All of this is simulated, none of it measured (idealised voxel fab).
Proc. module: voxel released beams
cross-section cut | 235 nm wide | cells 5 nm
Cross-section = grid of square cells, listed top down in bands; band = one or more rows. Band entry format. Leading values: height of top, height of bottom, nm. Remainder: materials in left-to-right order, each with its width in nm. Special words: "edge to edge" on a single material, which then fills the band edge to edge; "empty", empty space. Measure heights from 0. That's the level where, below it, the as-received wafer is all one material. The lowest band is bottomless and extends downward; write it as in "0 and below". The notation "30 to 40" denotes a width that varies across the rows of cells in the band, beginning at the first number in the top row, finishing at the second number in the bottom row, and changing by an identical amount from each row to the next. "no change" for a step: no cell of the cross-section changed in that step. The label "Unvented voids" introduces a list of the empty spaces, 8 cells or larger, that have no open way up to the top; each entry in it reads width x height at distance, where the distance is taken from the left edge and all three are stated in nm. Read whatever lies past the settings on a step's line as the simulator's own remark about the step. A step line may carry the setting "overlay nm", which, for steps involving a mask, states the distance by which the mask lay to the right of its intended position; negative values denote displacement to the left.

The following list gives the planned process steps:
1,RECEIVE,material Si
2,CONFORMAL_DEP,material Al2O3,thk nm 10
3,DIRECTIONAL_DEP,material SiO2,thk nm 15
4,MASKED_ETCH,tone open,mask id ANCHOR,width nm 30,etch materials SiO2,depth nm 15,overlay nm 0
5,CONFORMAL_DEP,material polySi,thk nm 10
6,MASKED_ETCH,tone cover,mask id BEAM,width nm 100,etch materials polySi,depth nm 10,overlay nm 0
7,STRIP,etch materials SiO2

Wafer as received: cross-section following step 1:
    0 and below: Si edge to edge
    Unvented voids: none

First wafer of two, sectioned at end of module; run went per plan:
    35 down to 25: empty 65 nm, then polySi 15 nm, then empty 10 nm, then polySi 75 nm, then empty 70 nm
    25 down to 20: empty 70 nm, then polySi 10 nm, then empty 10 nm, then polySi 10 nm, then empty 135 nm
    20 down to 10: empty 70 nm, then polySi 30 nm, then empty 135 nm
    10 down to 0: Al2O3 edge to edge
    0 and below: Si edge to edge
    Unvented voids: none

Here's the second of our two wafers sectioned at module end. Same start as the first, same plan, but one mistake got made running it:
    35 down to 25: empty 65 nm, then polySi 45 nm, then empty 125 nm
    25 down to 20: empty 60 nm, then polySi 10 nm, then SiO2 30 nm, then polySi 10 nm, then empty 125 nm
    20 down to 10: empty 60 nm, then polySi 10 nm, then SiO2 30 nm, then polySi 65 nm, then empty 70 nm
    10 down to 0: Al2O3 edge to edge
    0 and below: Si edge to edge
    Unvented voids: none
What was the processing mistake? off-plan run, step 4, actual operation and settings MASKED_ETCH,tone cover,mask id ANCHOR,width nm 30,etch materials SiO2,depth nm 15,overlay nm 0
It is noted that, at the conclusion of processing, the second wafer exhibits a higher or lower cell count for certain materials relative to the first: SiO2 +18
